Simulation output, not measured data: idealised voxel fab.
Process module name: voxel ribs on slabs
Square cells of 5 nm make up the cross-section cut, whose width is 290 nm.
A cross-section is a grid of square cells, given in bands from the top down. A band is one or more rows of cells.
Each band's line starts with the height of the band's top and of its bottom, in nm. Then come its materials from left to right, each with its width in nm. One material with "all across" fills the band from edge to edge. "blank" is empty space.
We count height from 0. Below that, the starting wafer is all one material. The lowest band never ends at the bottom but goes on down; see "0 and below" for how that is written.
So if you see something like "30 to 40" for the width, read it as the top row of the band sitting at the first number and the bottom row at the second, with every row in between moving by the same amount as the last.
No cell of the cross-section changed in a step that is given as "changes: none".
Closed empty spaces (no open way to the top) of 8 cells or more are what "Closed void catalog" lists, each as width x height at distance from the left edge, nm for all three.
Step line, after settings: the simulator's comment on this step.
You can add "overlay nm" to a step's line. For a step with a mask, it describes how far the mask lay to the right of its planned position, and a negative number describes a lay to the left.

# Below is the list of planned process steps
1. RECEIVE | material Si
2. DIRECTIONAL_DEP | material SiO2 | thk nm 30
3. DIRECTIONAL_DEP | material polySi | thk nm 20
4. DIRECTIONAL_DEP | material aC | thk nm 15
5. PATTERN | tone cover | mask id RIB | material resist | width nm 25 | thk nm 30 | overlay nm 0
6. DIRECTIONAL_ETCH | etch materials aC | depth nm 15
7. STRIP | etch materials resist
8. DIRECTIONAL_ETCH | etch materials polySi | depth nm 10
9. STRIP | etch materials aC
10. MASKED_ETCH | tone cover | mask id SLAB | width nm 65 | etch materials polySi | depth nm 10 | overlay nm 0
11. FILL_DEP | material SiO2 | thk nm 30
12. CMP | height nm 70
13. DIRECTIONAL_DEP | material W | thk nm 10
14. DIRECTIONAL_DEP | material aC | thk nm 15
15. PATTERN | tone cover | mask id HEATER | material resist | width nm 35 | thk nm 35 | overlay nm 0
16. DIRECTIONAL_ETCH | etch materials aC | depth nm 15
17. STRIP | etch materials resist
18. DIRECTIONAL_ETCH | etch materials W | depth nm 10
19. STRIP | etch materials aC
20. CONFORMAL_DEP | material SiO2 | thk nm 10

# The cross-section here shows the wafer as received, i.e. in its state after step 1
- 0 and below = Si all across
- Closed void catalog: none

# Module complete - cross-section of the first of two wafers, run according to plan
- 90 down to 80 = 115 of blank | 55 of SiO2 | 120 of blank
- 80 down to 70 = 125 of SiO2 | 35 of W | 130 of SiO2
- 70 down to 50 = SiO2 all across
- 50 down to 40 = 130 of SiO2 | 25 of polySi | 135 of SiO2
- 40 down to 30 = 110 of SiO2 | 65 of polySi | 115 of SiO2
- 30 down to 0 = SiO2 all across
- 0 and below = Si all across
- Closed void catalog: none

# Wafer two (of two), end-of-module cross-section: start = wafer one, plan = wafer one, one run mistake
- 80 down to 70 = 125 of blank | 35 of W | 130 of blank
- 70 down to 50 = SiO2 all across
- 50 down to 40 = 130 of SiO2 | 25 of polySi | 135 of SiO2
- 40 down to 30 = 110 of SiO2 | 65 of polySi | 115 of SiO2
- 30 down to 0 = SiO2 all across
- 0 and below = Si all across
- Closed void catalog: none
What went wrong in running the wafer? step 20 was left out
In the final state, the cell counts of the second wafer exceed or fall short of those of the first for the following materials: SiO2 -124
